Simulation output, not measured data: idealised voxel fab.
process module | voxel double patterning
cross-section cut | 170 nm wide | cells 5 nm
A cross-section is a grid of square cells, given in bands from the top down. A band is one or more rows of cells.
Each band's line starts with the height of the band's top and of its bottom, in nm. Then come its materials from left to right, each with its width in nm. One material with "throughout" fills the band from edge to edge. "air" is empty space.
Height 0 is the level under which the wafer as received is all one material. The lowest band goes on downwards, as in "0 down".
A width such as "30 to 40" changes by the same amount from each row of cells to the next, from the band's top row to its bottom row.
"no change" after a step means that no cell of the cross-section changed.
closed voids: empty space of 8 cells or more with no open way to the top, each as width x height at its distance from the left edge, in nm
after a step's settings: what the simulator itself notes on the step
overlay nm, on a step with a mask: how far to the right of its planned place the mask lay; to the left if negative
plan
1 op RECEIVE | material Si
2 op CONFORMAL_DEP | material SiN | thk nm 10
3 op DIRECTIONAL_DEP | material SiO2 | thk nm 10
4 op DIRECTIONAL_DEP | material SiCN | thk nm 10
5 op DIRECTIONAL_DEP | material aC | thk nm 15
6 op PATTERN | tone open | mask id FIRST | material resist | width nm 15 | pitch nm 50 | thk nm 35 | overlay nm 0
7 op DIRECTIONAL_ETCH | etch materials aC | depth nm 15
8 op STRIP | etch materials resist
9 op DIRECTIONAL_ETCH | etch materials SiCN | depth nm 10
10 op STRIP | etch materials aC
11 op PATTERN | tone open | mask id SECOND | material resist | width nm 15 | thk nm 20 | overlay nm 0
12 op DIRECTIONAL_ETCH | etch materials SiCN | depth nm 10
13 op STRIP | etch materials resist
14 op DIRECTIONAL_ETCH | etch materials SiO2 | depth nm 10
15 op STRIP | etch materials SiCN
as received, after step 1
  0 down: Si throughout
  closed voids: none
first wafer at the end, as planned
  20 to 10: SiO2 50 | air 15 | SiO2 10 | air 15 | SiO2 10 | air 15 | SiO2 55
  10 to 0: SiN throughout
  0 down: Si throughout
  closed voids: none
second wafer at the end: like start, like plan, one mistake
  20 to 10: air 75 | SiO2 15 | air 80
  10 to 0: SiN throughout
  0 down: Si throughout
  closed voids: none
what went wrong: step 11 ran as: op PATTERN | tone cover | mask id SECOND | material resist | width nm 15 | thk nm 20 | overlay nm 0
at the end the second wafer has, in cells: 44 fewer of SiO2
